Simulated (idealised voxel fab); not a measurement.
process module | voxel ribs on slabs
cross-section cut | 155 nm wide | cells 5 nm
A cross-section is a grid of square cells, given in bands from the top down. A band is one or more rows of cells.
Each band's line starts with the height of the band's top and of its bottom, in nm. Then come its materials from left to right, each with its width in nm. One material with "throughout" fills the band from edge to edge. "air" is empty space.
Height 0 is the level under which the wafer as received is all one material. The lowest band goes on downwards, as in "0 down".
A width such as "30 to 40" changes by the same amount from each row of cells to the next, from the band's top row to its bottom row.
"no change" after a step means that no cell of the cross-section changed.
closed voids: empty space of 8 cells or more with no open way to the top, each as width x height at its distance from the left edge, in nm
after a step's settings: what the simulator itself notes on the step
overlay nm, on a step with a mask: how far to the right of its planned place the mask lay; to the left if negative
plan
1 op RECEIVE | material Si
2 op DIRECTIONAL_DEP | material SiO2 | thk nm 25
3 op DIRECTIONAL_DEP | material SiN | thk nm 20
4 op DIRECTIONAL_DEP | material aC | thk nm 15
5 op PATTERN | tone cover | mask id RIB | material resist | width nm 30 | thk nm 35 | overlay nm 0
6 op DIRECTIONAL_ETCH | etch materials aC | depth nm 15
7 op STRIP | etch materials resist
8 op DIRECTIONAL_ETCH | etch materials SiN | depth nm 10
9 op STRIP | etch materials aC
10 op DIRECTIONAL_DEP | material aC | thk nm 15
11 op PATTERN | tone cover | mask id SLAB | material resist | width nm 60 | thk nm 30 | overlay nm 0
12 op DIRECTIONAL_ETCH | etch materials aC | depth nm 15
13 op STRIP | etch materials resist
14 op DIRECTIONAL_ETCH | etch materials SiN | depth nm 10
15 op STRIP | etch materials aC
16 op FILL_DEP | material SiO2 | thk nm 20
17 op CMP | height nm 55
18 op DIRECTIONAL_DEP | material TiN | thk nm 10
19 op PATTERN | tone cover | mask id HEATER | material resist | width nm 30 | thk nm 20 | overlay nm 0
20 op DIRECTIONAL_ETCH | etch materials TiN | depth nm 10
21 op STRIP | etch materials resist
22 op CONFORMAL_DEP | material SiN | thk nm 5
varied across the wafers: width nm of step 19. The plan shows the first wafer's value. All wafers start alike
first wafer as received, after step 1
  0 down: Si throughout
  closed voids: none
first wafer at the end, after step 22
  70 to 65: air 55 | SiN 40 | air 60
  65 to 60: air 55 | SiN 5 | TiN 30 | SiN 5 | air 60
  60 to 55: SiN 60 | TiN 30 | SiN 65
  55 to 45: SiO2 throughout
  45 to 35: SiO2 60 | SiN 30 | SiO2 65
  35 to 25: SiO2 45 | SiN 60 | SiO2 50
  25 to 0: SiO2 throughout
  0 down: Si throughout
  closed voids: none
last wafer at the end
  70 to 65: air 45 | SiN 65 | air 45
  65 to 60: air 45 | SiN 5 | TiN 55 | SiN 5 | air 45
  60 to 55: SiN 50 | TiN 55 | SiN 50
  55 to 45: SiO2 throughout
  45 to 35: SiO2 60 | SiN 30 | SiO2 65
  35 to 25: SiO2 45 | SiN 60 | SiO2 50
  25 to 0: SiO2 throughout
  0 down: Si throughout
  closed voids: none
each wafer at the end: cells of each material gained (+) or lost (-) since it was received, then its closed voids
width nm 30 | +71 SiN | +305 SiO2 | +12 TiN | closed voids: none
width nm 35 | +71 SiN | +305 SiO2 | +14 TiN | closed voids: none
width nm 40 | +71 SiN | +305 SiO2 | +16 TiN | closed voids: none
width nm 45 | +71 SiN | +305 SiO2 | +18 TiN | closed voids: none
width nm 50 | +71 SiN | +305 SiO2 | +20 TiN | closed voids: none
width nm 55 | +71 SiN | +305 SiO2 | +22 TiN | closed voids: none
